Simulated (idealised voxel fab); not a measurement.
The name of this process module is voxel ribs on slabs.
165 nm wide, 5 nm square cells: that's cross-section cut.
Square cells in a grid make up a cross-section in this document, and the grid is given as bands, listed from the top down, each one or more rows of cells.
Each band's line starts with the height of the band's top and of its bottom, in nm. Then come its materials from left to right, each with its width in nm. One material with "full width" fills the band from edge to edge. "blank" is empty space.
Basically, 0 is our baseline, since under it the wafer straight out of the box is all one material. The bottom band has no lower end and keeps on going down, so it looks like "0 nm and below".
Top row gets the first number, bottom row gets the second, and each row in between changes by the same step: that is how a band width like "30..40" works.
The cross-section has no changed cell in any step marked "everything unchanged".
Listed in "Cavities, closed": every empty space of 8 or more cells without an open way to the top. Form: width x height at distance, the distance being from the left edge, all in nm.
If you see something after the settings on a step's line, that's the simulator's own remark about that step.
A step's line can hold "overlay nm"; with a mask on that step, the setting says how far right of the planned place the mask lay, while a negative setting says it lay to the left.
-- Planned process steps
1) RECEIVE | material Si
2) DIRECTIONAL_DEP | material SiO2 | thk nm 30
3) DIRECTIONAL_DEP | material polySi | thk nm 20
4) MASKED_ETCH | tone cover | mask id RIB | width nm 30 | etch materials polySi | depth nm 15 | overlay nm 0
5) MASKED_ETCH | tone cover | mask id SLAB | width nm 70 | etch materials polySi | depth nm 5 | overlay nm 0
6) FILL_DEP | material SiO2 | thk nm 20
7) CMP | height nm 60
8) DIRECTIONAL_DEP | material W | thk nm 5
9) PATTERN | tone cover | mask id HEATER | material resist | width nm 40 | thk nm 20 | overlay nm 0
10) DIRECTIONAL_ETCH | etch materials W | depth nm 5
11) STRIP | etch materials resist
12) CONFORMAL_DEP | material SiO2 | thk nm 5
-- On the first of the two wafers: run conducted according to plan
-- Step 1 complete: cross-section of the wafer as received
    0 nm and below  Si full width
    Cavities, closed: none
-- Cross-section of the wafer after step 2
    30 nm to 0 nm  SiO2 full width
    Under 0: no change, same as before.
-- Cross-section of the wafer after step 3
    50 nm to 30 nm  polySi full width
    Under 30: no change, same as before.
-- Cross-section of the wafer after step 4
    50 nm to 35 nm  65 of blank; 30 of polySi; 70 of blank
    Under 35: no change, same as before.
-- Cross-section of the wafer after step 5
    50 nm to 35 nm  65 of blank; 30 of polySi; 70 of blank
    35 nm to 30 nm  45 of blank; 70 of polySi; 50 of blank
    Under 30: no change, same as before.
-- Cross-section of the wafer after step 6
    70 nm to 50 nm  SiO2 full width
    50 nm to 35 nm  65 of SiO2; 30 of polySi; 70 of SiO2
    35 nm to 30 nm  45 of SiO2; 70 of polySi; 50 of SiO2
    Under 30: no change, same as before.
-- Cross-section of the wafer after step 7
    60 nm to 50 nm  SiO2 full width
    Under 50: no change, same as before.
-- Cross-section of the wafer after step 8
    65 nm to 60 nm  W full width
    Under 60: no change, same as before.
-- Cross-section of the wafer after step 9
    85 nm to 65 nm  60 of blank; 40 of resist; 65 of blank
    Under 65: no change, same as before.
-- Cross-section of the wafer after step 10
    85 nm to 65 nm  60 of blank; 40 of resist; 65 of blank
    65 nm to 60 nm  60 of blank; 40 of W; 65 of blank
    Under 60: no change, same as before.
-- Cross-section of the wafer after step 11
    65 nm to 60 nm  60 of blank; 40 of W; 65 of blank
    Under 60: no change, same as before.
-- Cross-section of the wafer after step 12
    70 nm to 65 nm  55 of blank; 50 of SiO2; 60 of blank
    65 nm to 60 nm  60 of SiO2; 40 of W; 65 of SiO2
    Under 60: no change, same as before.
-- Second wafer: same start and same plan as the first, one execution error; identical to the first through step 8
-- Cross-sectional view of the second wafer at the intended end time of process step 9
    85 nm to 65 nm  55 of blank; 50 of resist; 60 of blank
    Under 65: no change, same as before.
-- Cross-sectional view of the second wafer at the intended end time of process step 10
    85 nm to 65 nm  55 of blank; 50 of resist; 60 of blank
    65 nm to 60 nm  55 of blank; 50 of W; 60 of blank
    Under 60: no change, same as before.
-- Cross-sectional view of the second wafer at the intended end time of process step 11
    65 nm to 60 nm  55 of blank; 50 of W; 60 of blank
    Under 60: no change, same as before.
-- Cross-sectional view of the second wafer at the intended end time of process step 12
    70 nm to 65 nm  50 of blank; 60 of SiO2; 55 of blank
    65 nm to 60 nm  55 of SiO2; 50 of W; 60 of SiO2
    Under 60: no change, same as before.
Error vs. plan: for step 9, the planned setting was not used; the step was instead run as PATTERN | tone cover | mask id HEATER | material resist | width nm 50 | thk nm 20 | overlay nm 0
At the finish, the second wafer shows more or fewer cells for some materials than the first does: W +2
